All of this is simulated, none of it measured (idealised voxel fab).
The following process module bears the name voxel ribs on slabs.
It is cross-section cut that appears here, measuring 155 nm in width, its square cells being 5 nm in size.
Cross-section spec: square-cell grid; bands listed top down; each band is one or more rows.
The entry gives the band's vertical extent as a top height and a bottom height in nm, then its horizontal make-up as materials from left to right, each with a width in nm. "blank" stands for empty space; a single material marked "full width" fills the band edge to edge.
Heights are measured from 0, the level below which the as-received wafer is all one material; the lowest band has no bottom and continues downward, written as in "z 0 and below".
Top row gets the first number, bottom row gets the second, and each row in between changes by the same step: that is how a band width like "30->40" works.
"changes: none" (step): cross-section cells unchanged, all of them.
"Completely enclosed voids" specifies each empty space that is not open to the top and that occupies no fewer than 8 cells, using the form width x height at distance, the distance measured from the left edge and all three quantities in nm.
It should be noted that, on the line of a given step, the content following the step's settings is a remark produced by the simulator itself with respect to that step.
On any step carrying a mask, the "overlay nm" setting, if present on the step's line, tells how far right of its planned place the mask lay; negative values point to the left.

THESE ARE THE STEPS WE PLANNED FOR THE PROCESS
| 1 | RECEIVE with material Si |
| 2 | DIRECTIONAL_DEP with material SiO2, thk nm 30 |
| 3 | DIRECTIONAL_DEP with material polySi, thk nm 15 |
| 4 | MASKED_ETCH with tone cover, mask id RIB, width nm 20, etch materials polySi, depth nm 5, overlay nm 0 |
| 5 | MASKED_ETCH with tone cover, mask id SLAB, width nm 50, etch materials polySi, depth nm 10, overlay nm 0 |
| 6 | FILL_DEP with material SiO2, thk nm 25 |
| 7 | CMP with height nm 60 |
| 8 | DIRECTIONAL_DEP with material TiN, thk nm 5 |
| 9 | PATTERN with tone cover, mask id HEATER, material resist, width nm 30, thk nm 20, overlay nm 0 |
| 10 | DIRECTIONAL_ETCH with etch materials TiN, depth nm 5 |
| 11 | STRIP with etch materials resist |
| 12 | CONFORMAL_DEP with material SiO2, thk nm 10 |

THE FIRST WAFER OF TWO, PROCESSED AS PLANNED

SO THIS IS THE INCOMING WAFER IN CROSS-SECTION - IT'S ALREADY BEEN THROUGH STEP 1
* z 0 and below: Si full width
* Completely enclosed voids: none

ONCE STEP 2 IS THROUGH, THE WAFER LOOKS LIKE THIS IN CROSS-SECTION
* z 30 to 0: SiO2 full width
* Below a height of 0, the structure has not been altered.

ONCE STEP 3 IS THROUGH, THE WAFER LOOKS LIKE THIS IN CROSS-SECTION
* z 45 to 30: polySi full width
* Below a height of 30, the structure has not been altered.

ONCE STEP 4 IS THROUGH, THE WAFER LOOKS LIKE THIS IN CROSS-SECTION
* z 45 to 40: 65 of blank  20 of polySi  70 of blank
* Below a height of 40, the structure has not been altered.

ONCE STEP 5 IS THROUGH, THE WAFER LOOKS LIKE THIS IN CROSS-SECTION
* z 45 to 40: 65 of blank  20 of polySi  70 of blank
* z 40 to 30: 50 of blank  50 of polySi  55 of blank
* Below a height of 30, the structure has not been altered.

ONCE STEP 6 IS THROUGH, THE WAFER LOOKS LIKE THIS IN CROSS-SECTION
* z 70 to 45: SiO2 full width
* z 45 to 40: 65 of SiO2  20 of polySi  70 of SiO2
* z 40 to 30: 50 of SiO2  50 of polySi  55 of SiO2
* Below a height of 30, the structure has not been altered.

ONCE STEP 7 IS THROUGH, THE WAFER LOOKS LIKE THIS IN CROSS-SECTION
* z 60 to 45: SiO2 full width
* Below a height of 45, the structure has not been altered.

ONCE STEP 8 IS THROUGH, THE WAFER LOOKS LIKE THIS IN CROSS-SECTION
* z 65 to 60: TiN full width
* Below a height of 60, the structure has not been altered.

ONCE STEP 9 IS THROUGH, THE WAFER LOOKS LIKE THIS IN CROSS-SECTION
* z 85 to 65: 60 of blank  30 of resist  65 of blank
* Below a height of 65, the structure has not been altered.

ONCE STEP 10 IS THROUGH, THE WAFER LOOKS LIKE THIS IN CROSS-SECTION
* z 85 to 65: 60 of blank  30 of resist  65 of blank
* z 65 to 60: 60 of blank  30 of TiN  65 of blank
* Below a height of 60, the structure has not been altered.

ONCE STEP 11 IS THROUGH, THE WAFER LOOKS LIKE THIS IN CROSS-SECTION
* z 65 to 60: 60 of blank  30 of TiN  65 of blank
* Below a height of 60, the structure has not been altered.

ONCE STEP 12 IS THROUGH, THE WAFER LOOKS LIKE THIS IN CROSS-SECTION
* z 75 to 70: 50 of blank  50 of SiO2  55 of blank
* z 70 to 65: SiO2 full width
* z 65 to 60: 60 of SiO2  30 of TiN  65 of SiO2
* Below a height of 60, the structure has not been altered.

THE SECOND WAFER: COMMON ORIGIN AND PLAN, ONE MISTAKE IN EXECUTION, IDENTICAL TO THE FIRST THROUGH STEP 1

WHEN STEP 2 SHOULD HAVE ENDED
* z 15 to 0: polySi full width
* Below a height of 0, the structure has not been altered.

WHEN STEP 3 SHOULD HAVE ENDED
* z 45 to 15: SiO2 full width
* Below a height of 15, the structure has not been altered.

when step 4 should have ended: changes: none

when step 5 should have ended: changes: none

WHEN STEP 6 SHOULD HAVE ENDED
* z 70 to 15: SiO2 full width
* Below a height of 15, the structure has not been altered.

WHEN STEP 7 SHOULD HAVE ENDED
* z 60 to 15: SiO2 full width
* Below a height of 15, the structure has not been altered.

WHEN STEP 8 SHOULD HAVE ENDED
* z 65 to 60: TiN full width
* Below a height of 60, the structure has not been altered.

WHEN STEP 9 SHOULD HAVE ENDED
* z 85 to 65: 60 of blank  30 of resist  65 of blank
* Below a height of 65, the structure has not been altered.

WHEN STEP 10 SHOULD HAVE ENDED
* z 85 to 65: 60 of blank  30 of resist  65 of blank
* z 65 to 60: 60 of blank  30 of TiN  65 of blank
* Below a height of 60, the structure has not been altered.

WHEN STEP 11 SHOULD HAVE ENDED
* z 65 to 60: 60 of blank  30 of TiN  65 of blank
* Below a height of 60, the structure has not been altered.

WHEN STEP 12 SHOULD HAVE ENDED
* z 75 to 70: 50 of blank  50 of SiO2  55 of blank
* z 70 to 65: SiO2 full width
* z 65 to 60: 60 of SiO2  30 of TiN  65 of SiO2
* Below a height of 60, the structure has not been altered.
what went wrong: step 2 ran in the slot meant for step 3, and vice versa
FYI, end of process, the second wafer has more or fewer cells of some materials than the first: SiO2: 69 fewer | polySi: 69 more
